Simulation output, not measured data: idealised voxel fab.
The process module that follows is named voxel double patterning.
Xsec cut, 150 nm wide, square cell size 5 nm.
For the purposes of this document, a cross-section shall be understood as a grid of square cells, specified as bands listed in top-to-bottom order, each band consisting of one or more rows of cells. First you get the band's top height and its bottom height, in nm, and then the materials it's made of, left to right, with each width in nm. If you see a single material with "everywhere", that one covers the band edge to edge. "empty" is empty space. Zero point of the height axis is 0; under it, received wafer = one material. Lowest band: continues down indefinitely, "top 0, no bottom". A two-number width, for instance "30->40", indicates that the width is equal to the first number in the top row of the band and to the second number in the bottom row, and that it changes by a constant amount per row of cells. Given "no change occurred" for a step, no cell of the cross-section differs between before and after that step. "Closed void register" contains a list of empty spaces, each no smaller than 8 cells and without an open way to the top, written in the form width x height at distance with the distance from the left edge and all three in nm. That trailing text on a step's line, after the settings, is the simulator's own remark on the step. overlay nm: right-of-plan distance of the mask on a masked step; negative values mean left-of-plan.

Process steps - plan:
1: RECEIVE | material Si
2: CONFORMAL_DEP | material SiN | thk nm 5
3: DIRECTIONAL_DEP | material SiO2 | thk nm 15
4: DIRECTIONAL_DEP | material SiCN | thk nm 10
5: PATTERN | tone open | mask id FIRST | material resist | width nm 15 | pitch nm 50 | thk nm 20 | overlay nm 0
6: DIRECTIONAL_ETCH | etch materials SiCN | depth nm 10
7: STRIP | etch materials resist
8: MASKED_ETCH | tone open | mask id SECOND | width nm 15 | etch materials SiCN | depth nm 10 | overlay nm 0
9: DIRECTIONAL_ETCH | etch materials SiO2 | depth nm 15
10: STRIP | etch materials SiCN

Cross-section of the wafer at receipt, which is the condition after step 1:
  top 0, no bottom | Si everywhere
  Closed void register: none

Sectioned view, first of two wafers, at the close of the module, processed as intended in the plan:
  top 20, bottom 5 | SiO2=40  empty=15  SiO2=10  empty=15  SiO2=10  empty=15  SiO2=45
  top 5, bottom 0 | SiN everywhere
  top 0, no bottom | Si everywhere
  Closed void register: none

Second wafer at the end: like start, like plan, one mistake:
  top 20, bottom 5 | SiO2=30  empty=15  SiO2=20  empty=30  SiO2=55
  top 5, bottom 0 | SiN everywhere
  top 0, no bottom | Si everywhere
  Closed void register: none
Deviation from plan: step 5 ran as: PATTERN | tone open | mask id FIRST | material resist | width nm 15 | pitch nm 50 | thk nm 20 | overlay nm -10
Comparing end states, the material composition by cell count is preserved from the first wafer to the second, while the locations of the cells are not.
